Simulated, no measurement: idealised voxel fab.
process module | voxel wiring stack
cross-section cut | 300 nm wide | cells 5 nm
A cross-section is a grid of square cells, given in bands from the top down. A band is one or more rows of cells.
Each band's line starts with the height of the band's top and of its bottom, in nm. Then come its materials from left to right, each with its width in nm. One material with "throughout" fills the band from edge to edge. "air" is empty space.
Height 0 is the level under which the wafer as received is all one material. The lowest band goes on downwards, as in "0 down".
A width such as "30 to 40" changes by the same amount from each row of cells to the next, from the band's top row to its bottom row.
"no change" after a step means that no cell of the cross-section changed.
closed voids: empty space of 8 cells or more with no open way to the top, each as width x height at its distance from the left edge, in nm
after a step's settings: what the simulator itself notes on the step
overlay nm, on a step with a mask: how far to the right of its planned place the mask lay; to the left if negative
plan
1 op RECEIVE | material Si
2 op CONFORMAL_DEP | material SiO2 | thk nm 10
3 op DIRECTIONAL_DEP | material TiN | thk nm 5
4 op DIRECTIONAL_DEP | material Ru | thk nm 15
5 op PATTERN | tone cover | mask id METAL_1 | material resist | width nm 20 | pitch nm 40 | thk nm 15 | overlay nm 0
6 op DIRECTIONAL_ETCH | etch materials Ru | depth nm 15
7 op DIRECTIONAL_ETCH | etch materials TiN | depth nm 5
8 op STRIP | etch materials resist
9 op CONFORMAL_DEP | material SiCN | thk nm 5
10 op FILL_DEP | material SiO2 | thk nm 5
11 op CMP | height nm 30
12 op CONFORMAL_DEP | material SiCN | thk nm 5
13 op DIRECTIONAL_DEP | material SiO2 | thk nm 15
14 op DIRECTIONAL_DEP | material aC | thk nm 15
15 op PATTERN | tone open | mask id PLUG_1 | material resist | width nm 15 | pitch nm 40 | thk nm 30 | overlay nm 0
16 op DIRECTIONAL_ETCH | etch materials aC | depth nm 15
17 op STRIP | etch materials resist
18 op DIRECTIONAL_ETCH | etch materials SiO2 | depth nm 15
19 op DIRECTIONAL_ETCH | etch materials SiCN | depth nm 5
20 op STRIP | etch materials aC
21 op CONFORMAL_DEP | material TiN | thk nm 5
22 op FILL_DEP | material Cu | thk nm 5
23 op CMP | height nm 50
24 op CONFORMAL_DEP | material SiN | thk nm 5
25 op DIRECTIONAL_DEP | material lowk | thk nm 20
26 op DIRECTIONAL_DEP | material aC | thk nm 15
27 op PATTERN | tone open | mask id METAL_2 | material resist | width nm 15 | pitch nm 40 | thk nm 30 | overlay nm 0
28 op DIRECTIONAL_ETCH | etch materials aC | depth nm 15
29 op STRIP | etch materials resist
30 op DIRECTIONAL_ETCH | etch materials lowk | depth nm 20
31 op DIRECTIONAL_ETCH | etch materials SiN | depth nm 5
32 op STRIP | etch materials aC
33 op CONFORMAL_DEP | material TiN | thk nm 5
34 op FILL_DEP | material Cu | thk nm 5
35 op CMP | height nm 75
36 op CONFORMAL_DEP | material SiCN | thk nm 5
37 op DIRECTIONAL_DEP | material lowk | thk nm 30
38 op PATTERN | tone open | mask id METAL_3_HOLES | material resist | width nm 15 | thk nm 20 | overlay nm 0
39 op DIRECTIONAL_ETCH | etch materials lowk | depth nm 30
40 op STRIP | etch materials resist
41 op MASKED_ETCH | tone open | mask id METAL_3 | width nm 20 | pitch nm 40 | etch materials lowk | depth nm 15 | overlay nm 0
42 op MASKED_ETCH | tone open | mask id METAL_3 | width nm 20 | pitch nm 40 | etch materials SiCN | depth nm 5 | overlay nm 0
43 op CONFORMAL_DEP | material TiN | thk nm 5
44 op FILL_DEP | material Ru | thk nm 5
45 op CMP | height nm 110
46 op CONFORMAL_DEP | material SiN | thk nm 5
varied across the wafers: width nm of step 27. The plan shows the first wafer's value. All wafers start alike
first wafer as received, after step 1
  0 down: Si throughout
  closed voids: none
each wafer at the end: cells of each material gained (+) or lost (-) since it was received, then its closed voids
width nm 15 | +14 Cu | +36 Ru | +175 SiCN | +114 SiN | +426 SiO2 | +72 TiN | +543 lowk | closed voids: none
width nm 20 | +22 Cu | +36 Ru | +175 SiCN | +112 SiN | +426 SiO2 | +74 TiN | +535 lowk | closed voids: none
width nm 25 | +30 Cu | +36 Ru | +175 SiCN | +110 SiN | +426 SiO2 | +76 TiN | +527 lowk | closed voids: none
